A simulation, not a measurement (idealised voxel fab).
The document below concerns the process module designated voxel self aligned contacts.
Cross-sectional view cut (width: 235 nm; square cell size: 5 nm).
This document writes a cross-section as a grid whose cells are square, and gives it as bands, listed from the top down; one or more rows of cells form a band.
Heights first: top, then bottom, in nm. Then materials, left to right, each with a width in nm. "full width" on a single material: fills the band edge to edge. "air": empty space.
Basically, 0 is our baseline, since under it the wafer straight out of the box is all one material. The bottom band has no lower end and keeps on going down, so it looks like "0 nm and below".
It should be noted that a width expressed as "30..40" varies in equal increments from row to row of cells within the band, taking the value of the first number at the top row and that of the second number at the bottom row.
Key: "remains unaltered" - step with no changed cell in the cross-section.
You'll see "Closed-off voids" listing empty spaces that have no way open to the top, as long as they're 8 cells or more; the notation is width x height at distance, where the distance is from the left edge, and all of it is in nm.
Step line, after settings: the simulator's comment on this step.
overlay nm, on a step with a mask: how far to the right of its planned place the mask lay; to the left if negative

Steps planned for the process:
1: RECEIVE: material Si
2: CONFORMAL_DEP: material SiO2, thk nm 5
3: DIRECTIONAL_DEP: material polySi, thk nm 25
4: DIRECTIONAL_DEP: material SiN, thk nm 20
5: PATTERN: tone cover, mask id GATE, material resist, width nm 25, pitch nm 55, thk nm 15, overlay nm 0
6: DIRECTIONAL_ETCH: etch materials SiN, depth nm 20
7: DIRECTIONAL_ETCH: etch materials polySi, depth nm 25
8: STRIP: etch materials resist
9: CONFORMAL_DEP: material SiN, thk nm 5
10: DIRECTIONAL_ETCH: etch materials SiN, depth nm 5
11: FILL_DEP: material SiO2, thk nm 15
12: CMP: height nm 55
13: PATTERN: tone open, mask id CONTACT, material resist, width nm 40, pitch nm 55, thk nm 20, overlay nm 0
14: DIRECTIONAL_ETCH: etch materials SiO2, depth nm 55
15: STRIP: etch materials resist
16: CONFORMAL_DEP: material TiN, thk nm 5
17: FILL_DEP: material W, thk nm 10
18: CMP: height nm 55
19: CONFORMAL_DEP: material SiN, thk nm 5

As received (post step 1): cross-section:
* 0 nm and below | Si full width
* Closed-off voids: none

Cross-sectional view of the first of the two wafers upon completion of the module, processed in accordance with the plan:
* 60 nm to 55 nm | SiN full width
* 55 nm to 50 nm | 70 SiO2  15 TiN  10 W  15 TiN  15 SiO2  15 TiN  10 W  15 TiN  70 SiO2
* 50 nm to 30 nm | 45 SiO2  35 SiN  5 TiN  10 W  5 TiN  35 SiN  5 TiN  10 W  5 TiN  35 SiN  45 SiO2
* 30 nm to 5 nm | 45 SiO2  5 SiN  25 polySi  5 SiN  5 TiN  10 W  5 TiN  5 SiN  25 polySi  5 SiN  5 TiN  10 W  5 TiN  5 SiN  25 polySi  5 SiN  45 SiO2
* 5 nm to 0 nm | 80 SiO2  20 TiN  35 SiO2  20 TiN  80 SiO2
* 0 nm and below | Si full width
* Closed-off voids: none

Second wafer cross-section at end of module - shared start and plan with the first, one mistake in the run:
* 60 nm to 55 nm | SiN full width
* 55 nm to 50 nm | 70 SiO2  40 TiN  15 SiO2  40 TiN  70 SiO2
* 50 nm to 30 nm | 40 SiO2  45 SiN  10 TiN  45 SiN  10 TiN  45 SiN  40 SiO2
* 30 nm to 5 nm | 40 SiO2  5 SiN  35 polySi  5 SiN  10 TiN  5 SiN  35 polySi  5 SiN  10 TiN  5 SiN  35 polySi  5 SiN  40 SiO2
* 5 nm to 0 nm | 85 SiO2  10 TiN  45 SiO2  10 TiN  85 SiO2
* 0 nm and below | Si full width
* Closed-off voids: none
What was the processing mistake? step 5 was run on a setting that differed from the plan, and what really ran there is PATTERN: tone cover, mask id GATE, material resist, width nm 35, pitch nm 55, thk nm 15, overlay nm 0
Upon completion, the second wafer contains, in terms of cells, a greater or smaller amount of certain materials than the first wafer: SiN +24, SiO2 -14, W -40, polySi +30
